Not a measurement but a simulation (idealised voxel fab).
Process module heading - voxel self aligned vias
The width of the displayed cross-section, cut, is 175 nm; its cells are square, with a size of 5 nm.
Think of the cross-section as a grid of square cells. We describe it in bands, top to bottom, and each band covers one or more rows of those cells. Top, bottom (nm), then materials left to right with widths (nm); lone material tagged "all across" fills the whole band edge to edge; "blank" = empty space. A quick word on heights: they are counted from 0, and under that level the wafer as it came to us is one material throughout. The lowest band is different from the rest in having no bottom; it simply continues downward, written as in "0 nm and below". It should be noted that a width expressed as "30->40" varies in equal increments from row to row of cells within the band, taking the value of the first number at the top row and that of the second number at the bottom row. "no alteration" means the step left every cell of the cross-section as it was. Enclosed voids (no open way to top), threshold 8 cells or more, entry "Enclosed void inventory", notation width x height at distance, distance from left edge, nm. That trailing text on a step's line, after the settings, is the simulator's own remark on the step. The optional step-line setting "overlay nm" applies to steps with a mask and quantifies how far to the right of its planned location the mask lay, a negative value indicating leftward placement.
## This section lists the process steps that were planned
1: op RECEIVE | material Si
2: op CONFORMAL_DEP | material SiO2 | thk nm 10
3: op CONFORMAL_DEP | material SiCN | thk nm 5
4: op DIRECTIONAL_DEP | material SiO2 | thk nm 25
5: op MASKED_ETCH | tone open | mask id LINES | width nm 25 | pitch nm 65 | etch materials SiO2 | depth nm 25 | overlay nm 0
6: op CONFORMAL_DEP | material TiN | thk nm 5
7: op FILL_DEP | material Ru | thk nm 5
8: op CMP | height nm 40
9: op SELECTIVE_ETCH | etch materials W Ru TiN | depth nm 5
10: op FILL_DEP | material SiN | thk nm 5
11: op CMP | height nm 40
12: op DIRECTIONAL_DEP | material SiO2 | thk nm 20
13: op DIRECTIONAL_DEP | material aC | thk nm 15
14: op PATTERN | tone open | mask id VIAS | material resist | width nm 35 | thk nm 35 | overlay nm 0
15: op DIRECTIONAL_ETCH | etch materials aC | depth nm 15
16: op STRIP | etch materials resist
17: op DIRECTIONAL_ETCH | etch materials SiO2 | depth nm 20
18: op DIRECTIONAL_ETCH | etch materials SiN | depth nm 5
19: op STRIP | etch materials aC
20: op CONFORMAL_DEP | material TiN | thk nm 5
21: op FILL_DEP | material Cu | thk nm 5
22: op CMP | height nm 60
23: op CONFORMAL_DEP | material SiCN | thk nm 5
## Run as planned: first of two wafers
## Step 1 complete: cross-section of the wafer as received
> 0 nm and below  Si all across
> Enclosed void inventory: none
## Wafer xsec, post step 2
> 10 nm to 0 nm  SiO2 all across
> Whatever lies below 0 is exactly as it was before.
## Wafer xsec, post step 3
> 15 nm to 10 nm  SiCN all across
> Whatever lies below 10 is exactly as it was before.
## Wafer xsec, post step 4
> 40 nm to 15 nm  SiO2 all across
> Whatever lies below 15 is exactly as it was before.
## Wafer xsec, post step 5
> 40 nm to 15 nm  SiO2 40 nm  blank 25 nm  SiO2 40 nm  blank 25 nm  SiO2 45 nm
> Whatever lies below 15 is exactly as it was before.
## Wafer xsec, post step 6
> 45 nm to 40 nm  TiN 45 nm  blank 15 nm  TiN 50 nm  blank 15 nm  TiN 50 nm
> 40 nm to 20 nm  SiO2 40 nm  TiN 5 nm  blank 15 nm  TiN 5 nm  SiO2 40 nm  TiN 5 nm  blank 15 nm  TiN 5 nm  SiO2 45 nm
> 20 nm to 15 nm  SiO2 40 nm  TiN 25 nm  SiO2 40 nm  TiN 25 nm  SiO2 45 nm
> Whatever lies below 15 is exactly as it was before.
## Wafer xsec, post step 7
> 50 nm to 45 nm  Ru all across
> 45 nm to 40 nm  TiN 45 nm  Ru 15 nm  TiN 50 nm  Ru 15 nm  TiN 50 nm
> 40 nm to 20 nm  SiO2 40 nm  TiN 5 nm  Ru 15 nm  TiN 5 nm  SiO2 40 nm  TiN 5 nm  Ru 15 nm  TiN 5 nm  SiO2 45 nm
> Whatever lies below 20 is exactly as it was before.
## Wafer xsec, post step 8
> 40 nm to 20 nm  SiO2 40 nm  TiN 5 nm  Ru 15 nm  TiN 5 nm  SiO2 40 nm  TiN 5 nm  Ru 15 nm  TiN 5 nm  SiO2 45 nm
> Whatever lies below 20 is exactly as it was before.
## Wafer xsec, post step 9
> 40 nm to 35 nm  SiO2 40 nm  blank 25 nm  SiO2 40 nm  blank 25 nm  SiO2 45 nm
> Whatever lies below 35 is exactly as it was before.
## Wafer xsec, post step 10
> 45 nm to 40 nm  SiN all across
> 40 nm to 35 nm  SiO2 40 nm  SiN 25 nm  SiO2 40 nm  SiN 25 nm  SiO2 45 nm
> Whatever lies below 35 is exactly as it was before.
## Wafer xsec, post step 11
> 40 nm to 35 nm  SiO2 40 nm  SiN 25 nm  SiO2 40 nm  SiN 25 nm  SiO2 45 nm
> Whatever lies below 35 is exactly as it was before.
## Wafer xsec, post step 12
> 60 nm to 40 nm  SiO2 all across
> Whatever lies below 40 is exactly as it was before.
## Wafer xsec, post step 13
> 75 nm to 60 nm  aC all across
> Whatever lies below 60 is exactly as it was before.
## Wafer xsec, post step 14
> 110 nm to 75 nm  resist 35 nm  blank 35 nm  resist 105 nm
> Whatever lies below 75 is exactly as it was before.
## Wafer xsec, post step 15
> 95 nm to 75 nm  resist 35 nm  blank 35 nm  resist 105 nm
> 75 nm to 60 nm  aC 35 nm  blank 35 nm  aC 105 nm
> Whatever lies below 60 is exactly as it was before.
## Wafer xsec, post step 16
> 75 nm to 60 nm  aC 35 nm  blank 35 nm  aC 105 nm
> Whatever lies below 60 is exactly as it was before.
## Wafer xsec, post step 17
> 75 nm to 60 nm  aC 35 nm  blank 35 nm  aC 105 nm
> 60 nm to 40 nm  SiO2 35 nm  blank 35 nm  SiO2 105 nm
> Whatever lies below 40 is exactly as it was before.
## Wafer xsec, post step 18
> 75 nm to 60 nm  aC 35 nm  blank 35 nm  aC 105 nm
> 60 nm to 40 nm  SiO2 35 nm  blank 35 nm  SiO2 105 nm
> 40 nm to 35 nm  SiO2 40 nm  blank 25 nm  SiO2 40 nm  SiN 25 nm  SiO2 45 nm
> Whatever lies below 35 is exactly as it was before.
## Wafer xsec, post step 19
> 60 nm to 40 nm  SiO2 35 nm  blank 35 nm  SiO2 105 nm
> Whatever lies below 40 is exactly as it was before.
## Wafer xsec, post step 20
> 65 nm to 60 nm  TiN 40 nm  blank 25 nm  TiN 110 nm
> 60 nm to 45 nm  SiO2 35 nm  TiN 5 nm  blank 25 nm  TiN 5 nm  SiO2 105 nm
> 45 nm to 40 nm  SiO2 35 nm  TiN 10 nm  blank 15 nm  TiN 10 nm  SiO2 105 nm
> 40 nm to 35 nm  SiO2 40 nm  TiN 25 nm  SiO2 40 nm  SiN 25 nm  SiO2 45 nm
> Whatever lies below 35 is exactly as it was before.
## Wafer xsec, post step 21
> 70 nm to 65 nm  Cu all across
> 65 nm to 60 nm  TiN 40 nm  Cu 25 nm  TiN 110 nm
> 60 nm to 45 nm  SiO2 35 nm  TiN 5 nm  Cu 25 nm  TiN 5 nm  SiO2 105 nm
> 45 nm to 40 nm  SiO2 35 nm  TiN 10 nm  Cu 15 nm  TiN 10 nm  SiO2 105 nm
> Whatever lies below 40 is exactly as it was before.
## Wafer xsec, post step 22
> 60 nm to 45 nm  SiO2 35 nm  TiN 5 nm  Cu 25 nm  TiN 5 nm  SiO2 105 nm
> Whatever lies below 45 is exactly as it was before.
## Wafer xsec, post step 23
> 65 nm to 60 nm  SiCN all across
> Whatever lies below 60 is exactly as it was before.
## The Second Wafer: Common Origin and Plan, One Mistake in Execution, Identical to the First Through Step 1
Cross-section: second wafer, time at which step 2 was scheduled to end: no alteration
## Cross-section: second wafer, time at which step 3 was scheduled to end
> 5 nm to 0 nm  SiCN all across
> Whatever lies below 0 is exactly as it was before.
## Cross-section: second wafer, time at which step 4 was scheduled to end
> 30 nm to 5 nm  SiO2 all across
> Whatever lies below 5 is exactly as it was before.
## Cross-section: second wafer, time at which step 5 was scheduled to end
> 30 nm to 5 nm  SiO2 40 nm  blank 25 nm  SiO2 40 nm  blank 25 nm  SiO2 45 nm
> Whatever lies below 5 is exactly as it was before.
## Cross-section: second wafer, time at which step 6 was scheduled to end
> 35 nm to 30 nm  TiN 45 nm  blank 15 nm  TiN 50 nm  blank 15 nm  TiN 50 nm
> 30 nm to 10 nm  SiO2 40 nm  TiN 5 nm  blank 15 nm  TiN 5 nm  SiO2 40 nm  TiN 5 nm  blank 15 nm  TiN 5 nm  SiO2 45 nm
> 10 nm to 5 nm  SiO2 40 nm  TiN 25 nm  SiO2 40 nm  TiN 25 nm  SiO2 45 nm
> Whatever lies below 5 is exactly as it was before.
## Cross-section: second wafer, time at which step 7 was scheduled to end
> 40 nm to 35 nm  Ru all across
> 35 nm to 30 nm  TiN 45 nm  Ru 15 nm  TiN 50 nm  Ru 15 nm  TiN 50 nm
> 30 nm to 10 nm  SiO2 40 nm  TiN 5 nm  Ru 15 nm  TiN 5 nm  SiO2 40 nm  TiN 5 nm  Ru 15 nm  TiN 5 nm  SiO2 45 nm
> Whatever lies below 10 is exactly as it was before.
Cross-section: second wafer, time at which step 8 was scheduled to end: no alteration
## Cross-section: second wafer, time at which step 9 was scheduled to end
> 35 nm to 30 nm  TiN 45 nm  Ru 15 nm  TiN 50 nm  Ru 15 nm  TiN 50 nm
> Whatever lies below 30 is exactly as it was before.
## Cross-section: second wafer, time at which step 10 was scheduled to end
> 40 nm to 35 nm  SiN all across
> Whatever lies below 35 is exactly as it was before.
Cross-section: second wafer, time at which step 11 was scheduled to end: no alteration
## Cross-section: second wafer, time at which step 12 was scheduled to end
> 60 nm to 40 nm  SiO2 all across
> Whatever lies below 40 is exactly as it was before.
## Cross-section: second wafer, time at which step 13 was scheduled to end
> 75 nm to 60 nm  aC all across
> Whatever lies below 60 is exactly as it was before.
## Cross-section: second wafer, time at which step 14 was scheduled to end
> 110 nm to 75 nm  resist 35 nm  blank 35 nm  resist 105 nm
> Whatever lies below 75 is exactly as it was before.
## Cross-section: second wafer, time at which step 15 was scheduled to end
> 95 nm to 75 nm  resist 35 nm  blank 35 nm  resist 105 nm
> 75 nm to 60 nm  aC 35 nm  blank 35 nm  aC 105 nm
> Whatever lies below 60 is exactly as it was before.
## Cross-section: second wafer, time at which step 16 was scheduled to end
> 75 nm to 60 nm  aC 35 nm  blank 35 nm  aC 105 nm
> Whatever lies below 60 is exactly as it was before.
## Cross-section: second wafer, time at which step 17 was scheduled to end
> 75 nm to 60 nm  aC 35 nm  blank 35 nm  aC 105 nm
> 60 nm to 40 nm  SiO2 35 nm  blank 35 nm  SiO2 105 nm
> Whatever lies below 40 is exactly as it was before.
## Cross-section: second wafer, time at which step 18 was scheduled to end
> 75 nm to 60 nm  aC 35 nm  blank 35 nm  aC 105 nm
> 60 nm to 40 nm  SiO2 35 nm  blank 35 nm  SiO2 105 nm
> 40 nm to 35 nm  SiN 35 nm  blank 35 nm  SiN 105 nm
> Whatever lies below 35 is exactly as it was before.
## Cross-section: second wafer, time at which step 19 was scheduled to end
> 60 nm to 40 nm  SiO2 35 nm  blank 35 nm  SiO2 105 nm
> Whatever lies below 40 is exactly as it was before.
## Cross-section: second wafer, time at which step 20 was scheduled to end
> 65 nm to 60 nm  TiN 40 nm  blank 25 nm  TiN 110 nm
> 60 nm to 40 nm  SiO2 35 nm  TiN 5 nm  blank 25 nm  TiN 5 nm  SiO2 105 nm
> 40 nm to 35 nm  SiN 35 nm  TiN 35 nm  SiN 105 nm
> Whatever lies below 35 is exactly as it was before.
## Cross-section: second wafer, time at which step 21 was scheduled to end
> 70 nm to 65 nm  Cu all across
> 65 nm to 60 nm  TiN 40 nm  Cu 25 nm  TiN 110 nm
> 60 nm to 40 nm  SiO2 35 nm  TiN 5 nm  Cu 25 nm  TiN 5 nm  SiO2 105 nm
> Whatever lies below 40 is exactly as it was before.
## Cross-section: second wafer, time at which step 22 was scheduled to end
> 60 nm to 40 nm  SiO2 35 nm  TiN 5 nm  Cu 25 nm  TiN 5 nm  SiO2 105 nm
> Whatever lies below 40 is exactly as it was before.
## Cross-section: second wafer, time at which step 23 was scheduled to end
> 65 nm to 60 nm  SiCN all across
> Whatever lies below 60 is exactly as it was before.
Deviation noted in wafer processing: step 2 of the plan was omitted and not executed
End of process, cell counts, second wafer against first, materials with more or fewer: 2 more of Cu; 12 more of Ru; 23 more of SiN; 70 fewer of SiO2; 33 more of TiN
